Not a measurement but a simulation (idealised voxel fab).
process module | voxel local oxidation
cross-section cut | 255 nm wide | cells 5 nm
A cross-section is a grid of square cells, given in bands from the top down. A band is one or more rows of cells.
Each band's line starts with the height of the band's top and of its bottom, in nm. Then come its materials from left to right, each with its width in nm. One material with "throughout" fills the band from edge to edge. "air" is empty space.
Height 0 is the level under which the wafer as received is all one material. The lowest band goes on downwards, as in "0 down".
A width such as "30 to 40" changes by the same amount from each row of cells to the next, from the band's top row to its bottom row.
"no change" after a step means that no cell of the cross-section changed.
closed voids: empty space of 8 cells or more with no open way to the top, each as width x height at its distance from the left edge, in nm
after a step's settings: what the simulator itself notes on the step
overlay nm, on a step with a mask: how far to the right of its planned place the mask lay; to the left if negative
plan
1 op RECEIVE | material Si
2 op CONFORMAL_DEP | material SiO2 | thk nm 5
3 op CONFORMAL_DEP | material SiN | thk nm 15
4 op PATTERN | tone cover | mask id ACTIVE | material resist | width nm 115 | thk nm 15 | overlay nm 0
5 op DIRECTIONAL_ETCH | etch materials SiN | depth nm 15
6 op STRIP | etch materials resist
7 op SELECTIVE_ETCH | etch materials SiO2 | depth nm 5
8 op OXIDIZE | depth nm 15
9 op STRIP | etch materials SiN
first wafer, as planned
as received, after step 1
  0 down: Si throughout
  closed voids: none
after step 2
  5 to 0: SiO2 throughout
  below 0: unchanged
after step 3
  20 to 5: SiN throughout
  below 5: unchanged
after step 4
  35 to 20: air 70 | resist 115 | air 70
  below 20: unchanged
after step 5
  35 to 20: air 70 | resist 115 | air 70
  20 to 5: air 70 | SiN 115 | air 70
  below 5: unchanged
after step 6
  20 to 5: air 70 | SiN 115 | air 70
  below 5: unchanged
after step 7
  20 to 5: air 70 | SiN 115 | air 70
  5 to 0: air 75 | SiO2 105 | air 75
  below 0: unchanged
after step 8
  20 to 5: air 70 | SiN 115 | air 70
  5 to 0: air 75 | SiO2 105 | air 75
  0 to -15: SiO2 90 | Si 75 | SiO2 90
  below -15: unchanged
after step 9
  5 to 0: air 75 | SiO2 105 | air 75
  below 0: unchanged
second wafer: like start, like plan, one mistake. Through step 3 it matches the first wafer
when step 4 should have ended
  35 to 20: air 65 | resist 115 | air 75
  below 20: unchanged
when step 5 should have ended
  35 to 20: air 65 | resist 115 | air 75
  20 to 5: air 65 | SiN 115 | air 75
  below 5: unchanged
when step 6 should have ended
  20 to 5: air 65 | SiN 115 | air 75
  below 5: unchanged
when step 7 should have ended
  20 to 5: air 65 | SiN 115 | air 75
  5 to 0: air 70 | SiO2 105 | air 80
  below 0: unchanged
when step 8 should have ended
  20 to 5: air 65 | SiN 115 | air 75
  5 to 0: air 70 | SiO2 105 | air 80
  0 to -15: SiO2 85 | Si 75 | SiO2 95
  below -15: unchanged
when step 9 should have ended
  5 to 0: air 70 | SiO2 105 | air 80
  below 0: unchanged
what went wrong: step 4 ran as: op PATTERN | tone cover | mask id ACTIVE | material resist | width nm 115 | thk nm 15 | overlay nm -5
at the end the second wafer has, in cells: as many of each material as the first, in other places
